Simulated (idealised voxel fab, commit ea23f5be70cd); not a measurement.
process module | voxel wiring stack
For reference, the cross-section in this document is cut, with width 255 nm and square cells of 5 nm.
We lay out every cross-section as a grid of square cells and spell it out in bands from the top down, where one band means one or more rows of cells.
A band entry consists of two parts. The first gives the height of the band's top and the height of its bottom, in nm. The rest lists the band's materials from left to right, each with its width in nm. A single material labelled with the word "everywhere" fills the band from edge to edge, and the word "blank" marks empty space.
Ref level 0: as-received wafer is one material below here. Bottom band extends down with no lower bound ("0 nm and below").
Read "30->40" as a graded width: first number on top, second number at the bottom, same change between each pair of neighbouring rows.
A step reported as "no alterations made" is a step in which no cell of the cross-section changed.
Basically, "Unvented internal voids" tells you about the enclosed voids: empty spaces with no open way to the top, 8 cells or bigger, each written width x height at distance, where distance is from the left edge, all in nm.
That trailing text on a step's line, after the settings, is the simulator's own remark on the step.
overlay nm: on a step with a mask, how far right of its planned place the mask lay; negative means left.

## Set out below are the planned steps of the process
1 RECEIVE [material Si]
2 CONFORMAL_DEP [material SiO2] [thk nm 10]
3 DIRECTIONAL_DEP [material TiN] [thk nm 5]
4 DIRECTIONAL_DEP [material Ru] [thk nm 25]
5 PATTERN [tone cover] [mask id METAL_1] [material resist] [width nm 25] [pitch nm 45] [thk nm 20] [overlay nm 0]
6 DIRECTIONAL_ETCH [etch materials Ru] [depth nm 25]
7 DIRECTIONAL_ETCH [etch materials TiN] [depth nm 5]
8 STRIP [etch materials resist]
9 CONFORMAL_DEP [material SiN] [thk nm 5]
10 FILL_DEP [material lowk] [thk nm 5]
11 CMP [height nm 40]
12 CONFORMAL_DEP [material SiCN] [thk nm 5]
13 DIRECTIONAL_DEP [material lowk] [thk nm 25]
14 PATTERN [tone open] [mask id METAL_2] [material resist] [width nm 25] [pitch nm 45] [thk nm 20] [overlay nm 0]
15 DIRECTIONAL_ETCH [etch materials lowk] [depth nm 15]
16 STRIP [etch materials resist]
17 PATTERN [tone open] [mask id METAL_2_HOLES] [material resist] [width nm 15] [pitch nm 45] [thk nm 20] [overlay nm 0]
18 DIRECTIONAL_ETCH [etch materials lowk] [depth nm 10]
19 DIRECTIONAL_ETCH [etch materials SiCN] [depth nm 5]
20 STRIP [etch materials resist]
21 CONFORMAL_DEP [material TiN] [thk nm 5]
22 FILL_DEP [material Cu] [thk nm 5]
23 CMP [height nm 70]
24 CONFORMAL_DEP [material SiN] [thk nm 5]

## Cross-sectional view of the wafer in its as-received condition, corresponding to the state after step 1
> 0 nm and below = Si everywhere
> Unvented internal voids: none

## Result of the module, cross-sectioned: start per above, plan per above, one error in how it was run
> 75 nm to 70 nm = SiN everywhere
> 70 nm to 60 nm = lowk (45) | TiN (5) | Cu (15) | TiN (5) | lowk (20) | TiN (5) | Cu (15) | TiN (5) | lowk (20) | TiN (5) | Cu (15) | TiN (5) | lowk (20) | TiN (5) | Cu (15) | TiN (5) | lowk (50)
> 60 nm to 55 nm = lowk (45) | TiN (5) | Cu (5) | TiN (15) | lowk (20) | TiN (5) | Cu (5) | TiN (15) | lowk (20) | TiN (5) | Cu (5) | TiN (15) | lowk (20) | TiN (5) | Cu (5) | TiN (15) | lowk (50)
> 55 nm to 45 nm = lowk (45) | TiN (5) | Cu (5) | TiN (5) | lowk (30) | TiN (5) | Cu (5) | TiN (5) | lowk (30) | TiN (5) | Cu (5) | TiN (5) | lowk (30) | TiN (5) | Cu (5) | TiN (5) | lowk (60)
> 45 nm to 40 nm = SiCN (45) | TiN (15) | SiCN (30) | TiN (15) | SiCN (30) | TiN (15) | SiCN (30) | TiN (15) | SiCN (60)
> 40 nm to 15 nm = SiO2 everywhere
> 15 nm to 10 nm = TiN everywhere
> 10 nm to 0 nm = SiO2 everywhere
> 0 nm and below = Si everywhere
> Unvented internal voids: none
What was done differently from what was planned? step 4 was processed under conditions differing from the plan, specifically as DIRECTIONAL_DEP [material SiO2] [thk nm 25]
